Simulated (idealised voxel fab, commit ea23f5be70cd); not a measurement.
process module | voxel spacer lines
cross-section cut | 165 nm wide | cells 5 nm
A cross-section is a grid of square cells, given in bands from the top down. A band is one or more rows of cells.
Each band's line starts with the height of the band's top and of its bottom, in nm. Then come its materials from left to right, each with its width in nm. One material with "throughout" fills the band from edge to edge. "air" is empty space.
Height 0 is the level under which the wafer as received is all one material. The lowest band goes on downwards, as in "0 down".
A width such as "30 to 40" changes by the same amount from each row of cells to the next, from the band's top row to its bottom row.
"no change" after a step means that no cell of the cross-section changed.
closed voids: empty space of 8 cells or more with no open way to the top, each as width x height at its distance from the left edge, in nm
after a step's settings: what the simulator itself notes on the step
overlay nm, on a step with a mask: how far to the right of its planned place the mask lay; to the left if negative
plan
1 op RECEIVE | material Si
2 op CONFORMAL_DEP | material SiO2 | thk nm 5
3 op DIRECTIONAL_DEP | material W | thk nm 20
4 op DIRECTIONAL_DEP | material polySi | thk nm 30
5 op PATTERN | tone cover | mask id MANDREL | material resist | width nm 20 | pitch nm 60 | thk nm 40 | overlay nm 0
6 op DIRECTIONAL_ETCH | etch materials polySi | depth nm 30
7 op STRIP | etch materials resist
8 op CONFORMAL_DEP | material SiN | thk nm 10
9 op DIRECTIONAL_ETCH | etch materials SiN | depth nm 10
10 op STRIP | etch materials polySi
11 op DIRECTIONAL_ETCH | etch materials W | depth nm 20
12 op STRIP | etch materials SiN
first wafer, as planned
as received, after step 1
  0 down: Si throughout
  closed voids: none
after step 2
  5 to 0: SiO2 throughout
  below 0: unchanged
after step 3
  25 to 5: W throughout
  below 5: unchanged
after step 4
  55 to 25: polySi throughout
  below 25: unchanged
after step 5
  95 to 55: air 40 | resist 20 | air 40 | resist 20 | air 45
  below 55: unchanged
after step 6
  95 to 55: air 40 | resist 20 | air 40 | resist 20 | air 45
  55 to 25: air 40 | polySi 20 | air 40 | polySi 20 | air 45
  below 25: unchanged
after step 7
  55 to 25: air 40 | polySi 20 | air 40 | polySi 20 | air 45
  below 25: unchanged
after step 8
  65 to 55: air 30 | SiN 40 | air 20 | SiN 40 | air 35
  55 to 35: air 30 | SiN 10 | polySi 20 | SiN 10 | air 20 | SiN 10 | polySi 20 | SiN 10 | air 35
  35 to 25: SiN 40 | polySi 20 | SiN 40 | polySi 20 | SiN 45
  below 25: unchanged
after step 9
  55 to 25: air 30 | SiN 10 | polySi 20 | SiN 10 | air 20 | SiN 10 | polySi 20 | SiN 10 | air 35
  below 25: unchanged
after step 10
  55 to 25: air 30 | SiN 10 | air 20 | SiN 10 | air 20 | SiN 10 | air 20 | SiN 10 | air 35
  below 25: unchanged
after step 11
  55 to 25: air 30 | SiN 10 | air 20 | SiN 10 | air 20 | SiN 10 | air 20 | SiN 10 | air 35
  25 to 5: air 30 | W 10 | air 20 | W 10 | air 20 | W 10 | air 20 | W 10 | air 35
  below 5: unchanged
after step 12
  25 to 5: air 30 | W 10 | air 20 | W 10 | air 20 | W 10 | air 20 | W 10 | air 35
  below 5: unchanged
second wafer: like start, like plan, one mistake. Through step 1 it matches the first wafer
when step 2 should have ended: no change
when step 3 should have ended
  20 to 0: W throughout
  below 0: unchanged
when step 4 should have ended
  50 to 20: polySi throughout
  below 20: unchanged
when step 5 should have ended
  90 to 50: air 40 | resist 20 | air 40 | resist 20 | air 45
  below 50: unchanged
when step 6 should have ended
  90 to 50: air 40 | resist 20 | air 40 | resist 20 | air 45
  50 to 20: air 40 | polySi 20 | air 40 | polySi 20 | air 45
  below 20: unchanged
when step 7 should have ended
  50 to 20: air 40 | polySi 20 | air 40 | polySi 20 | air 45
  below 20: unchanged
when step 8 should have ended
  60 to 50: air 30 | SiN 40 | air 20 | SiN 40 | air 35
  50 to 30: air 30 | SiN 10 | polySi 20 | SiN 10 | air 20 | SiN 10 | polySi 20 | SiN 10 | air 35
  30 to 20: SiN 40 | polySi 20 | SiN 40 | polySi 20 | SiN 45
  below 20: unchanged
when step 9 should have ended
  50 to 20: air 30 | SiN 10 | polySi 20 | SiN 10 | air 20 | SiN 10 | polySi 20 | SiN 10 | air 35
  below 20: unchanged
when step 10 should have ended
  50 to 20: air 30 | SiN 10 | air 20 | SiN 10 | air 20 | SiN 10 | air 20 | SiN 10 | air 35
  below 20: unchanged
when step 11 should have ended
  50 to 20: air 30 | SiN 10 | air 20 | SiN 10 | air 20 | SiN 10 | air 20 | SiN 10 | air 35
  20 to 0: air 30 | W 10 | air 20 | W 10 | air 20 | W 10 | air 20 | W 10 | air 35
  below 0: unchanged
when step 12 should have ended
  20 to 0: air 30 | W 10 | air 20 | W 10 | air 20 | W 10 | air 20 | W 10 | air 35
  below 0: unchanged
what went wrong: step 2 was left out
at the end the second wafer has, in cells: 33 fewer of SiO2
